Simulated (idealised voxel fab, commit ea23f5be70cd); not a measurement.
This is a process module. Its name is voxel ribs on slabs.
Displayed cross-section: cut, width of 145 nm, square cells sized 5 nm.
The cross-sections in this document take the form of a grid made of square cells. They are written out as bands, in order from top to bottom. Each band consists of one or more rows of cells.
Top height, bottom height, nm. Materials left to right, width each, nm. Single material + "throughout" = fills band edge to edge. "empty" = empty.
Convention: height 0 is the level below which the wafer, as received, is all one material. The lowest band does not terminate at the bottom but continues downward, represented as "z 0 and below".
Top row gets the first number, bottom row gets the second, and each row in between changes by the same step: that is how a band width like "30..40" works.
A step reported as "no change occurred" is a step in which no cell of the cross-section changed.
In the "Unvented internal voids" entry, you get each enclosed empty space of 8 cells or more, one with no open way to the top, written width x height at distance, distance from the left edge, in nm.
If you see something after the settings on a step's line, that's the simulator's own remark about that step.
overlay nm: where the mask lay relative to plan, measured to the right, on steps with a mask; negatives go left.
## List of planned process steps
1,RECEIVE | material Si
2,DIRECTIONAL_DEP | material SiO2 | thk nm 30
3,DIRECTIONAL_DEP | material polySi | thk nm 20
4,DIRECTIONAL_DEP | material aC | thk nm 15
5,PATTERN | tone cover | mask id RIB | material resist | width nm 30 | thk nm 35 | overlay nm 0
6,DIRECTIONAL_ETCH | etch materials aC | depth nm 15
7,STRIP | etch materials resist
8,DIRECTIONAL_ETCH | etch materials polySi | depth nm 15
9,STRIP | etch materials aC
10,PATTERN | tone cover | mask id SLAB | material resist | width nm 90 | thk nm 15 | overlay nm 0
11,DIRECTIONAL_ETCH | etch materials polySi | depth nm 5
12,STRIP | etch materials resist
13,FILL_DEP | material SiO2 | thk nm 25
14,CMP | height nm 70
15,DIRECTIONAL_DEP | material TiN | thk nm 5
16,PATTERN | tone cover | mask id HEATER | material resist | width nm 40 | thk nm 15 | overlay nm 0
17,DIRECTIONAL_ETCH | etch materials TiN | depth nm 5
18,STRIP | etch materials resist
19,CONFORMAL_DEP | material SiO2 | thk nm 10
## Wafer at receipt (post step 1), cross-section
z 0 and below  Si throughout
Unvented internal voids: none
## Here's the cross-section of the first of our two wafers at the end of the module - it ran as planned
z 85 to 80  empty 40; SiO2 60; empty 45
z 80 to 75  SiO2 throughout
z 75 to 70  SiO2 50; TiN 40; SiO2 55
z 70 to 50  SiO2 throughout
z 50 to 35  SiO2 55; polySi 30; SiO2 60
z 35 to 30  SiO2 25; polySi 90; SiO2 30
z 30 to 0  SiO2 throughout
z 0 and below  Si throughout
Unvented internal voids: none
## This is the second of the two wafers, cross-sectioned at the end of the module; it started exactly like the first and was given the same plan, but it was run with one mistake
z 85 to 80  empty 40; SiO2 60; empty 45
z 80 to 75  SiO2 throughout
z 75 to 70  SiO2 50; TiN 40; SiO2 55
z 70 to 50  SiO2 throughout
z 50 to 35  SiO2 55; polySi 30; SiO2 60
z 35 to 30  SiO2 25; polySi 95; SiO2 25
z 30 to 0  SiO2 throughout
z 0 and below  Si throughout
Unvented internal voids: none
Deviation noted in wafer processing: step 10 changed vs plan, executed as PATTERN | tone cover | mask id SLAB | material resist | width nm 95 | thk nm 15 | overlay nm 0
Count the cells at the end and the second wafer has more or fewer of some materials than the first: SiO2 -1; polySi +1
